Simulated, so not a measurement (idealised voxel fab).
This section sets out a process module, namely voxel transistor to metal.
The cross-section shown here is cut; it is 295 nm wide and divided into square cells measuring 5 nm on a side.
Just so we're on the same page, the cross-sections are grids of square cells, and they're listed out in bands top to bottom, each band one or more rows deep.
Basically the band line says how high the top is and how high the bottom is, in nm, and then what's in it from left to right, every material with its width in nm. Empty space shows up as "air", and if a single material carries "all across" it runs the full band edge to edge.
Height is counted from the level 0, under which the received wafer is composed throughout of one material. The lowest of the bands is not closed at the bottom but continues downward, in the notation "0..down".
Note: "30..40" means the width goes from the first number (top row of the band) to the second number (bottom row) in equal steps per row of cells.
Take "all unchanged" at face value: in the step it is given for, the cross-section changed in none of its cells.
Entry "Closed void roster". Content: empty spaces with no open connection to the top, size 8 cells or greater. Each: width x height at distance. Distance: from left edge. Unit: nm.
Heads up: the bit after the settings on a step's line is the simulator's remark on that step.
What "overlay nm" on a step's line means: if the step has a mask, that mask lay this far to the right of its planned place, or, when the value is negative, to the left.
[These are the steps we planned for the process]
| 1 | RECEIVE,material Si |
| 2 | CONFORMAL_DEP,material SiO2,thk nm 5 |
| 3 | CONFORMAL_DEP,material SiN,thk nm 15 |
| 4 | MASKED_ETCH,tone cover,mask id ACTIVE,width nm 110,pitch nm 130,etch materials SiN,depth nm 15,overlay nm 0 |
| 5 | MASKED_ETCH,tone cover,mask id ACTIVE,width nm 110,pitch nm 130,etch materials SiO2,depth nm 5,overlay nm 0 |
| 6 | MASKED_ETCH,tone cover,mask id ACTIVE,width nm 110,pitch nm 130,etch materials Si,depth nm 30,overlay nm 0 |
| 7 | FILL_DEP,material SiO2,thk nm 10 |
| 8 | CMP,height nm 20 |
| 9 | SELECTIVE_ETCH,etch materials SiO2,depth nm 15 |
| 10 | STRIP,etch materials SiN |
| 11 | SELECTIVE_ETCH,etch materials SiO2,depth nm 5 |
| 12 | OXIDIZE,depth nm 5 |
| 13 | DIRECTIONAL_DEP,material polySi,thk nm 30 |
| 14 | DIRECTIONAL_DEP,material SiCN,thk nm 10 |
| 15 | DIRECTIONAL_DEP,material aC,thk nm 10 |
| 16 | PATTERN,tone cover,mask id GATE,material resist,width nm 20,pitch nm 130,thk nm 25,overlay nm 0 |
| 17 | DIRECTIONAL_ETCH,etch materials aC,depth nm 10 |
| 18 | STRIP,etch materials resist |
| 19 | DIRECTIONAL_ETCH,etch materials SiCN,depth nm 20 |
| 20 | DIRECTIONAL_ETCH,etch materials polySi,depth nm 40 |
| 21 | STRIP,etch materials aC |
| 22 | CONFORMAL_DEP,material SiO2,thk nm 5 |
| 23 | DIRECTIONAL_ETCH,etch materials SiO2,depth nm 5 |
| 24 | CONFORMAL_DEP,material SiN,thk nm 5 |
| 25 | DIRECTIONAL_ETCH,etch materials SiN,depth nm 5 |
| 26 | DIRECTIONAL_ETCH,etch materials SiO2,depth nm 5 |
| 27 | EPI,material SiGe,thk nm 5 |
| 28 | FILL_DEP,material SiO2,thk nm 5 |
| 29 | CMP,height nm 40 |
| 30 | DIRECTIONAL_DEP,material SiO2,thk nm 15 |
| 31 | DIRECTIONAL_DEP,material aC,thk nm 10 |
| 32 | PATTERN,tone open,mask id CONTACT,material resist,width nm 20,thk nm 30,overlay nm 0 |
| 33 | DIRECTIONAL_ETCH,etch materials aC,depth nm 10 |
| 34 | STRIP,etch materials resist |
| 35 | DIRECTIONAL_ETCH,etch materials SiO2,depth nm 55 |
| 36 | STRIP,etch materials aC |
| 37 | CONFORMAL_DEP,material TiN,thk nm 5 |
| 38 | FILL_DEP,material Ru,thk nm 5 |
| 39 | CMP,height nm 55 |
| 40 | CONFORMAL_DEP,material SiN,thk nm 5 |
| 41 | DIRECTIONAL_DEP,material lowk,thk nm 25 |
| 42 | DIRECTIONAL_DEP,material aC,thk nm 15 |
| 43 | PATTERN,tone open,mask id METAL_1,material resist,width nm 20,thk nm 35,overlay nm 0 |
| 44 | DIRECTIONAL_ETCH,etch materials aC,depth nm 15 |
| 45 | STRIP,etch materials resist |
| 46 | DIRECTIONAL_ETCH,etch materials lowk,depth nm 25 |
| 47 | DIRECTIONAL_ETCH,etch materials SiN,depth nm 5 |
| 48 | STRIP,etch materials aC |
| 49 | CONFORMAL_DEP,material TiN,thk nm 5 |
| 50 | FILL_DEP,material W,thk nm 10 |
| 51 | CMP,height nm 85 |
| 52 | EPI,material Ru,thk nm 5 |
| 53 | FILL_DEP,material SiCN,thk nm 5 |
| 54 | DIRECTIONAL_DEP,material SiO2,thk nm 25 |
| 55 | DIRECTIONAL_DEP,material aC,thk nm 10 |
| 56 | PATTERN,tone open,mask id METAL_2,material resist,width nm 20,pitch nm 130,thk nm 25,overlay nm 0 |
| 57 | DIRECTIONAL_ETCH,etch materials aC,depth nm 10 |
| 58 | STRIP,etch materials resist |
| 59 | DIRECTIONAL_ETCH,etch materials SiO2,depth nm 15 |
| 60 | STRIP,etch materials aC |
| 61 | DIRECTIONAL_DEP,material aC,thk nm 10 |
| 62 | PATTERN,tone open,mask id METAL_2_HOLES,material resist,width nm 15,pitch nm 130,thk nm 25,overlay nm 0 |
| 63 | DIRECTIONAL_ETCH,etch materials aC,depth nm 10 |
| 64 | STRIP,etch materials resist |
| 65 | DIRECTIONAL_ETCH,etch materials SiO2,depth nm 10 |
| 66 | DIRECTIONAL_ETCH,etch materials SiCN,depth nm 5 |
| 67 | STRIP,etch materials aC |
| 68 | CONFORMAL_DEP,material TiN,thk nm 5 |
| 69 | FILL_DEP,material Cu,thk nm 10 |
| 70 | CMP,height nm 120 |
| 71 | CONFORMAL_DEP,material SiCN,thk nm 5 |
[Shown in cross-section is the wafer as received, that is, as it stands after step 1]
> 0..down: Si all across
> Closed void roster: none
[Cross-section: first of two wafers, module finished, run according to plan]
> 125..120: SiCN all across
> 120..110: SiO2: 30, TiN: 5, Cu: 10, TiN: 5, SiO2: 110, TiN: 5, Cu: 10, TiN: 5, SiO2: 115
> 110..105: SiO2: 30, TiN: 5, Cu: 5, TiN: 10, SiO2: 110, TiN: 5, Cu: 5, TiN: 10, SiO2: 115
> 105..95: SiO2: 30, TiN: 5, Cu: 5, TiN: 5, SiO2: 115, TiN: 5, Cu: 5, TiN: 5, SiO2: 120
> 95..90: SiCN: 30, TiN: 15, SiCN: 115, TiN: 15, SiCN: 120
> 90..85: SiCN: 25, Ru: 30, SiCN: 50, Ru: 30, SiCN: 20, Ru: 30, SiCN: 50, Ru: 30, SiCN: 30
> 85..60: lowk: 30, TiN: 5, W: 10, TiN: 5, lowk: 60, TiN: 5, W: 10, TiN: 5, lowk: 30, TiN: 5, W: 10, TiN: 5, lowk: 60, TiN: 5, W: 10, TiN: 5, lowk: 35
> 60..55: SiN: 30, TiN: 20, SiN: 60, TiN: 20, SiN: 30, TiN: 20, SiN: 60, TiN: 20, SiN: 35
> 55..40: SiO2: 30, TiN: 5, Ru: 10, TiN: 5, SiO2: 60, TiN: 5, Ru: 10, TiN: 5, SiO2: 30, TiN: 5, Ru: 10, TiN: 5, SiO2: 60, TiN: 5, Ru: 10, TiN: 5, SiO2: 35
> 40..30: SiO2: 30, TiN: 5, Ru: 10, TiN: 5, SiO2: 10, SiN: 5, SiO2: 5, SiCN: 20, SiO2: 5, SiN: 5, SiO2: 10, TiN: 5, Ru: 10, TiN: 5, SiO2: 30, TiN: 5, Ru: 10, TiN: 5, SiO2: 10, SiN: 5, SiO2: 5, SiCN: 20, SiO2: 5, SiN: 5, SiO2: 10, TiN: 5, Ru: 10, TiN: 5, SiO2: 35
> 30..5: SiO2: 30, TiN: 5, Ru: 10, TiN: 5, SiO2: 10, SiN: 5, SiO2: 5, polySi: 20, SiO2: 5, SiN: 5, SiO2: 10, TiN: 5, Ru: 10, TiN: 5, SiO2: 30, TiN: 5, Ru: 10, TiN: 5, SiO2: 10, SiN: 5, SiO2: 5, polySi: 20, SiO2: 5, SiN: 5, SiO2: 10, TiN: 5, Ru: 10, TiN: 5, SiO2: 35
> 5..0: SiO2: 30, TiN: 20, SiO2: 10, SiN: 5, SiO2: 5, polySi: 20, SiO2: 5, SiN: 5, SiO2: 10, TiN: 20, SiO2: 30, TiN: 20, SiO2: 10, SiN: 5, SiO2: 5, polySi: 20, SiO2: 5, SiN: 5, SiO2: 10, TiN: 20, SiO2: 35
> 0..-5: SiO2: 20, SiGe: 40, SiO2: 40, SiGe: 40, SiO2: 10, SiGe: 40, SiO2: 40, SiGe: 40, SiO2: 25
> -5..-30: SiO2: 25, Si: 110, SiO2: 20, Si: 110, SiO2: 30
> -30..down: Si all across
> Closed void roster: none
[Now the second wafer, cross-sectioned at the end of the module. Nothing different at the start, nothing different in the plan compared with the first, just one mistake when it was actually run]
> 125..120: SiCN all across
> 120..110: SiO2: 30, TiN: 5, Cu: 15, TiN: 5, SiO2: 105, TiN: 5, Cu: 15, TiN: 5, SiO2: 110
> 110..105: SiO2: 30, TiN: 5, Cu: 5, TiN: 15, SiO2: 105, TiN: 5, Cu: 5, TiN: 15, SiO2: 110
> 105..95: SiO2: 30, TiN: 5, Cu: 5, TiN: 5, SiO2: 115, TiN: 5, Cu: 5, TiN: 5, SiO2: 120
> 95..90: SiCN: 30, TiN: 15, SiCN: 115, TiN: 15, SiCN: 120
> 90..85: SiCN: 25, Ru: 30, SiCN: 50, Ru: 30, SiCN: 20, Ru: 30, SiCN: 50, Ru: 30, SiCN: 30
> 85..60: lowk: 30, TiN: 5, W: 10, TiN: 5, lowk: 60, TiN: 5, W: 10, TiN: 5, lowk: 30, TiN: 5, W: 10, TiN: 5, lowk: 60, TiN: 5, W: 10, TiN: 5, lowk: 35
> 60..55: SiN: 30, TiN: 20, SiN: 60, TiN: 20, SiN: 30, TiN: 20, SiN: 60, TiN: 20, SiN: 35
> 55..40: SiO2: 30, TiN: 5, Ru: 10, TiN: 5, SiO2: 60, TiN: 5, Ru: 10, TiN: 5, SiO2: 30, TiN: 5, Ru: 10, TiN: 5, SiO2: 60, TiN: 5, Ru: 10, TiN: 5, SiO2: 35
> 40..30: SiO2: 30, TiN: 5, Ru: 10, TiN: 5, SiO2: 10, SiN: 5, SiO2: 5, SiCN: 20, SiO2: 5, SiN: 5, SiO2: 10, TiN: 5, Ru: 10, TiN: 5, SiO2: 30, TiN: 5, Ru: 10, TiN: 5, SiO2: 10, SiN: 5, SiO2: 5, SiCN: 20, SiO2: 5, SiN: 5, SiO2: 10, TiN: 5, Ru: 10, TiN: 5, SiO2: 35
> 30..5: SiO2: 30, TiN: 5, Ru: 10, TiN: 5, SiO2: 10, SiN: 5, SiO2: 5, polySi: 20, SiO2: 5, SiN: 5, SiO2: 10, TiN: 5, Ru: 10, TiN: 5, SiO2: 30, TiN: 5, Ru: 10, TiN: 5, SiO2: 10, SiN: 5, SiO2: 5, polySi: 20, SiO2: 5, SiN: 5, SiO2: 10, TiN: 5, Ru: 10, TiN: 5, SiO2: 35
> 5..0: SiO2: 30, TiN: 20, SiO2: 10, SiN: 5, SiO2: 5, polySi: 20, SiO2: 5, SiN: 5, SiO2: 10, TiN: 20, SiO2: 30, TiN: 20, SiO2: 10, SiN: 5, SiO2: 5, polySi: 20, SiO2: 5, SiN: 5, SiO2: 10, TiN: 20, SiO2: 35
> 0..-5: SiO2: 20, SiGe: 40, SiO2: 40, SiGe: 40, SiO2: 10, SiGe: 40, SiO2: 40, SiGe: 40, SiO2: 25
> -5..-30: SiO2: 25, Si: 110, SiO2: 20, Si: 110, SiO2: 30
> -30..down: Si all across
> Closed void roster: none
Deviation noted in wafer processing: step 56: run off-plan, actual operation and settings PATTERN,tone open,mask id METAL_2,material resist,width nm 25,pitch nm 130,thk nm 25,overlay nm 0
End of process, cell counts, second wafer against first, materials with more or fewer: +4 Cu, -6 SiO2, +2 TiN
